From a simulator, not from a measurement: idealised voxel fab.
This section sets out a process module, namely voxel self aligned vias.
The cross-section shown here is cut; it is 220 nm wide and divided into square cells measuring 5 nm on a side.
In what follows, cross-sections appear as grids of square cells, described through bands that run from the top down, where every band is one or more rows of cells. Heights first: top, then bottom, in nm. Then materials, left to right, each with a width in nm. "full width" on a single material: fills the band edge to edge. "empty": empty space. All heights in this document are referenced to 0, defined as the level beneath which the wafer, as received, consists entirely of one material. The lowest band is not bounded below; it extends indefinitely downward and is written in the form "0..down". You'd read "30 to 40" like this: the band's top row of cells is as wide as the first number, its bottom row is as wide as the second, and going down, every row changes width by the same amount as the row before did. The designation "changes: none", where it is given for a processing step, indicates that no cell of the cross-section was altered in the course of that step. "Sealed void list" means: voids of 8 cells or more that are shut off from the top with no open way through. Written width x height at distance, distance from the left edge, in nm. Formally, on a step line, whatever follows the settings is a remark that the simulator itself makes on the step. The line of a step may include "overlay nm". On a step with a mask, this value is how far to the right of its planned place the mask lay. A negative value means the mask lay to the left.

# The following list gives the planned process steps
| 1 | RECEIVE | material Si |
| 2 | CONFORMAL_DEP | material SiO2 | thk nm 10 |
| 3 | CONFORMAL_DEP | material SiCN | thk nm 5 |
| 4 | DIRECTIONAL_DEP | material SiO2 | thk nm 20 |
| 5 | MASKED_ETCH | tone open | mask id LINES | width nm 20 | pitch nm 65 | etch materials SiO2 | depth nm 20 | overlay nm 0 |
| 6 | CONFORMAL_DEP | material TiN | thk nm 5 |
| 7 | FILL_DEP | material Ru | thk nm 5 |
| 8 | CMP | height nm 35 |
| 9 | SELECTIVE_ETCH | etch materials W Ru TiN | depth nm 5 |
| 10 | FILL_DEP | material SiN | thk nm 5 |
| 11 | CMP | height nm 35 |
| 12 | DIRECTIONAL_DEP | material SiO2 | thk nm 20 |
| 13 | DIRECTIONAL_DEP | material aC | thk nm 15 |
| 14 | PATTERN | tone open | mask id VIAS | material resist | width nm 30 | pitch nm 130 | thk nm 35 | overlay nm 0 |
| 15 | DIRECTIONAL_ETCH | etch materials aC | depth nm 15 |
| 16 | STRIP | etch materials resist |
| 17 | DIRECTIONAL_ETCH | etch materials SiO2 | depth nm 20 |
| 18 | DIRECTIONAL_ETCH | etch materials SiN | depth nm 5 |
| 19 | STRIP | etch materials aC |
| 20 | CONFORMAL_DEP | material TiN | thk nm 5 |
| 21 | FILL_DEP | material Ru | thk nm 5 |
| 22 | CMP | height nm 55 |
| 23 | CONFORMAL_DEP | material SiN | thk nm 5 |
Across this set of wafers, the varied parameter is the width nm of step 14. Starting conditions are identical for every wafer, and the plan reports the value assigned to the first wafer.

# First wafer of several, as received: cross-section after step 1
  0..down  Si full width
  Sealed void list: none

# End-of-module cross-section, first of several wafers, after last step 23
  60..55  SiN full width
  55..40  30 nm SiO2, 5 nm TiN, 20 nm Ru, 5 nm TiN, 100 nm SiO2, 5 nm TiN, 20 nm Ru, 5 nm TiN, 30 nm SiO2
  40..35  30 nm SiO2, 10 nm TiN, 10 nm Ru, 10 nm TiN, 100 nm SiO2, 10 nm TiN, 10 nm Ru, 10 nm TiN, 30 nm SiO2
  35..30  35 nm SiO2, 20 nm TiN, 45 nm SiO2, 20 nm SiN, 45 nm SiO2, 20 nm TiN, 35 nm SiO2
  30..20  35 nm SiO2, 5 nm TiN, 10 nm Ru, 5 nm TiN, 45 nm SiO2, 5 nm TiN, 10 nm Ru, 5 nm TiN, 45 nm SiO2, 5 nm TiN, 10 nm Ru, 5 nm TiN, 35 nm SiO2
  20..15  35 nm SiO2, 20 nm TiN, 45 nm SiO2, 20 nm TiN, 45 nm SiO2, 20 nm TiN, 35 nm SiO2
  15..10  SiCN full width
  10..0  SiO2 full width
  0..down  Si full width
  Sealed void list: none

# Cross-section of the last wafer at end of module
  60..55  SiN full width
  55..40  20 nm SiO2, 5 nm TiN, 45 nm Ru, 5 nm TiN, 75 nm SiO2, 5 nm TiN, 45 nm Ru, 5 nm TiN, 15 nm SiO2
  40..35  20 nm SiO2, 20 nm TiN, 10 nm Ru, 25 nm TiN, 75 nm SiO2, 20 nm TiN, 10 nm Ru, 25 nm TiN, 15 nm SiO2
  35..30  35 nm SiO2, 20 nm TiN, 45 nm SiO2, 20 nm SiN, 45 nm SiO2, 20 nm TiN, 35 nm SiO2
  30..20  35 nm SiO2, 5 nm TiN, 10 nm Ru, 5 nm TiN, 45 nm SiO2, 5 nm TiN, 10 nm Ru, 5 nm TiN, 45 nm SiO2, 5 nm TiN, 10 nm Ru, 5 nm TiN, 35 nm SiO2
  20..15  35 nm SiO2, 20 nm TiN, 45 nm SiO2, 20 nm TiN, 45 nm SiO2, 20 nm TiN, 35 nm SiO2
  15..10  SiCN full width
  10..0  SiO2 full width
  0..down  Si full width
  Sealed void list: none

# Note: the following table is arranged by wafer, a row apiece. Each row reports the end-of-module state: per material, cells gained (+) or cells lost (-) compared with the wafer as received; closed voids follow
width nm 30; +40 Ru; +44 SiCN; +48 SiN; +344 SiO2; +52 TiN; Sealed void list: none
width nm 35; +46 Ru; +44 SiCN; +48 SiN; +336 SiO2; +54 TiN; Sealed void list: none
width nm 40; +52 Ru; +44 SiCN; +48 SiN; +328 SiO2; +56 TiN; Sealed void list: none
width nm 45; +58 Ru; +44 SiCN; +48 SiN; +320 SiO2; +58 TiN; Sealed void list: none
width nm 50; +64 Ru; +44 SiCN; +48 SiN; +312 SiO2; +60 TiN; Sealed void list: none
width nm 55; +70 Ru; +44 SiCN; +48 SiN; +304 SiO2; +62 TiN; Sealed void list: none
